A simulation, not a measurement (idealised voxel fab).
process module | voxel wiring stack
cross-section cut | 220 nm wide | cells 5 nm
A cross-section is a grid of square cells, given in bands from the top down. A band is one or more rows of cells.
Each band's line starts with the height of the band's top and of its bottom, in nm. Then come its materials from left to right, each with its width in nm. One material with "throughout" fills the band from edge to edge. "air" is empty space.
Height 0 is the level under which the wafer as received is all one material. The lowest band goes on downwards, as in "0 down".
A width such as "30 to 40" changes by the same amount from each row of cells to the next, from the band's top row to its bottom row.
"no change" after a step means that no cell of the cross-section changed.
closed voids: empty space of 8 cells or more with no open way to the top, each as width x height at its distance from the left edge, in nm
after a step's settings: what the simulator itself notes on the step
overlay nm, on a step with a mask: how far to the right of its planned place the mask lay; to the left if negative
plan
1 op RECEIVE | material Si
2 op CONFORMAL_DEP | material SiO2 | thk nm 10
3 op DIRECTIONAL_DEP | material TiN | thk nm 5
4 op DIRECTIONAL_DEP | material Ru | thk nm 20
5 op DIRECTIONAL_DEP | material aC | thk nm 10
6 op PATTERN | tone cover | mask id METAL_1 | material resist | width nm 30 | pitch nm 45 | thk nm 30 | overlay nm 0
7 op DIRECTIONAL_ETCH | etch materials aC | depth nm 10
8 op STRIP | etch materials resist
9 op DIRECTIONAL_ETCH | etch materials Ru | depth nm 20
10 op DIRECTIONAL_ETCH | etch materials TiN | depth nm 5
11 op STRIP | etch materials aC
12 op CONFORMAL_DEP | material SiCN | thk nm 5
13 op FILL_DEP | material SiO2 | thk nm 5
14 op CMP | height nm 35
15 op CONFORMAL_DEP | material SiCN | thk nm 5
16 op DIRECTIONAL_DEP | material lowk | thk nm 30
17 op DIRECTIONAL_DEP | material aC | thk nm 10
18 op PATTERN | tone open | mask id METAL_2_HOLES | material resist | width nm 15 | thk nm 25 | overlay nm 0
19 op DIRECTIONAL_ETCH | etch materials aC | depth nm 10
20 op STRIP | etch materials resist
21 op DIRECTIONAL_ETCH | etch materials lowk | depth nm 30
22 op STRIP | etch materials aC
23 op MASKED_ETCH | tone open | mask id METAL_2 | width nm 30 | pitch nm 45 | etch materials lowk | depth nm 15 | overlay nm 0
24 op MASKED_ETCH | tone open | mask id METAL_2 | width nm 20 | pitch nm 45 | etch materials SiCN | depth nm 5 | overlay nm 0
25 op CONFORMAL_DEP | material TiN | thk nm 5
26 op FILL_DEP | material Ru | thk nm 10
27 op CMP | height nm 70
28 op CONFORMAL_DEP | material SiCN | thk nm 5
29 op DIRECTIONAL_DEP | material lowk | thk nm 10
30 op PATTERN | tone open | mask id PLUG_2 | material resist | width nm 15 | thk nm 20 | overlay nm 0
31 op DIRECTIONAL_ETCH | etch materials lowk | depth nm 10
32 op DIRECTIONAL_ETCH | etch materials SiCN | depth nm 5
33 op STRIP | etch materials resist
34 op CONFORMAL_DEP | material TiN | thk nm 5
35 op FILL_DEP | material W | thk nm 5
36 op CMP | height nm 85
37 op CONFORMAL_DEP | material SiCN | thk nm 5
38 op DIRECTIONAL_DEP | material SiO2 | thk nm 15
39 op PATTERN | tone open | mask id METAL_3 | material resist | width nm 30 | pitch nm 45 | thk nm 15 | overlay nm 0
40 op DIRECTIONAL_ETCH | etch materials SiO2 | depth nm 15
41 op DIRECTIONAL_ETCH | etch materials SiCN | depth nm 5
42 op STRIP | etch materials resist
43 op CONFORMAL_DEP | material TiN | thk nm 5
44 op FILL_DEP | material Ru | thk nm 5
45 op CMP | height nm 105
46 op EPI | material Ru | thk nm 5
47 op FILL_DEP | material SiCN | thk nm 5
varied across the wafers: width nm of step 24. The plan shows the first wafer's value. All wafers start alike
first wafer as received, after step 1
  0 down: Si throughout
  closed voids: none
first wafer at the end, after step 47
  115 to 110: SiCN throughout
  110 to 105: SiCN 65 | Ru 40 | SiCN 5 | Ru 40 | SiCN 70
  105 to 90: SiO2 70 | TiN 5 | Ru 20 | TiN 5 | SiO2 15 | TiN 5 | Ru 20 | TiN 5 | SiO2 75
  90 to 85: SiCN 70 | TiN 30 | SiCN 15 | TiN 30 | SiCN 75
  85 to 75: lowk 70 | TiN 5 | W 5 | TiN 5 | lowk 135
  75 to 70: SiCN 70 | TiN 15 | SiCN 135
  70 to 60: lowk 70 | TiN 5 | Ru 20 | TiN 5 | lowk 15 | TiN 5 | Ru 20 | TiN 5 | lowk 75
  60 to 55: lowk 70 | TiN 5 | Ru 5 | TiN 20 | lowk 15 | TiN 30 | lowk 75
  55 to 45: lowk 70 | TiN 5 | Ru 5 | TiN 5 | lowk 135
  45 to 40: lowk 70 | TiN 15 | lowk 135
  40 to 35: SiCN 75 | TiN 10 | SiCN 135
  35 to 15: SiO2 65 | SiCN 5 | Ru 30 | SiCN 5 | SiO2 5 | SiCN 5 | Ru 30 | SiCN 5 | SiO2 70
  15 to 10: SiCN 70 | TiN 30 | SiCN 15 | TiN 30 | SiCN 75
  10 to 0: SiO2 throughout
  0 down: Si throughout
  closed voids: none
last wafer at the end
  115 to 110: SiCN throughout
  110 to 105: SiCN 65 | Ru 40 | SiCN 5 | Ru 40 | SiCN 70
  105 to 90: SiO2 70 | TiN 5 | Ru 20 | TiN 5 | SiO2 15 | TiN 5 | Ru 20 | TiN 5 | SiO2 75
  90 to 85: SiCN 70 | TiN 30 | SiCN 15 | TiN 30 | SiCN 75
  85 to 75: lowk 70 | TiN 5 | W 5 | TiN 5 | lowk 135
  75 to 70: SiCN 70 | TiN 15 | SiCN 135
  70 to 60: lowk 70 | TiN 5 | Ru 20 | TiN 5 | lowk 15 | TiN 5 | Ru 20 | TiN 5 | lowk 75
  60 to 55: lowk 70 | TiN 5 | Ru 5 | TiN 20 | lowk 15 | TiN 30 | lowk 75
  55 to 40: lowk 70 | TiN 5 | Ru 5 | TiN 5 | lowk 135
  40 to 35: SiCN 70 | TiN 15 | SiCN 135
  35 to 15: SiO2 65 | SiCN 5 | Ru 30 | SiCN 5 | SiO2 5 | SiCN 5 | Ru 30 | SiCN 5 | SiO2 70
  15 to 10: SiCN 70 | TiN 30 | SiCN 15 | TiN 30 | SiCN 75
  10 to 0: SiO2 throughout
  0 down: Si throughout
  closed voids: none
each wafer at the end: cells of each material gained (+) or lost (-) since it was received, then its closed voids
width nm 20 | +107 Ru | +235 SiCN | +296 SiO2 | +71 TiN | +2 W | +301 lowk | closed voids: none
width nm 25 | +107 Ru | +235 SiCN | +296 SiO2 | +71 TiN | +2 W | +301 lowk | closed voids: none
width nm 30 | +108 Ru | +234 SiCN | +296 SiO2 | +71 TiN | +2 W | +301 lowk | closed voids: none
